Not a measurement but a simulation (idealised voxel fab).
The process module presented herein is designated voxel spacer lines.
In the cross-section labelled cut, the width is 250 nm and each square cell is 5 nm.
For the purposes of this document, a cross-section shall be understood as a grid of square cells, specified as bands listed in top-to-bottom order, each band consisting of one or more rows of cells. Within each band entry, the heights of the top and of the bottom of the band appear first, in that order and in nm; the materials of the band then follow from left to right, each with its corresponding width in nm. The designation "throughout" on a single material indicates that it fills the band from edge to edge; the designation "air" indicates empty space. All heights in this document are referenced to 0, defined as the level beneath which the wafer, as received, consists entirely of one material. The lowest band is not bounded below; it extends indefinitely downward and is written in the form "z 0 and below". A width such as "30 to 40" changes by the same amount from each row of cells to the next, from the band's top row to its bottom row. "no change occurred" after a step means that no cell of the cross-section changed. Entry "Entrapped voids" = empty spaces >= 8 cells with no open way to the top; each as width x height at distance, distance from left edge, all nm. Past the settings on a step's line: simulator remark, on that step. overlay nm: mask offset rightward from planned place, masked step; negative means leftward offset.

PLAN
1: RECEIVE with material Si
2: CONFORMAL_DEP with material Al2O3, thk nm 5
3: DIRECTIONAL_DEP with material W, thk nm 10
4: DIRECTIONAL_DEP with material polySi, thk nm 20
5: PATTERN with tone cover, mask id MANDREL, material resist, width nm 20, pitch nm 60, thk nm 25, overlay nm 0
6: DIRECTIONAL_ETCH with etch materials polySi, depth nm 20
7: STRIP with etch materials resist
8: CONFORMAL_DEP with material SiO2, thk nm 10
9: DIRECTIONAL_ETCH with etch materials SiO2, depth nm 10
10: STRIP with etch materials polySi
11: DIRECTIONAL_ETCH with etch materials W, depth nm 10
12: STRIP with etch materials SiO2

RECEIVED-STATE CROSS-SECTION, REFLECTING COMPLETION OF STEP 1
* z 0 and below  Si throughout
* Entrapped voids: none

WAFER CROSS-SECTION AT END OF MODULE: START AND PLAN AS SHOWN ABOVE, ONE EXECUTION ERROR
* z 45 to 35  air 75  Al2O3 40  air 20  Al2O3 40  air 75
* z 35 to 25  air 75  Al2O3 10  polySi 20  Al2O3 10  air 20  Al2O3 10  polySi 20  Al2O3 10  air 75
* z 25 to 15  Al2O3 85  polySi 20  Al2O3 40  polySi 20  Al2O3 85
* z 15 to 5  W throughout
* z 5 to 0  Al2O3 throughout
* z 0 and below  Si throughout
* Entrapped voids: none
Finding, execution versus plan: step 8 was run on a setting that differed from the plan, and what really ran there is CONFORMAL_DEP with material Al2O3, thk nm 10
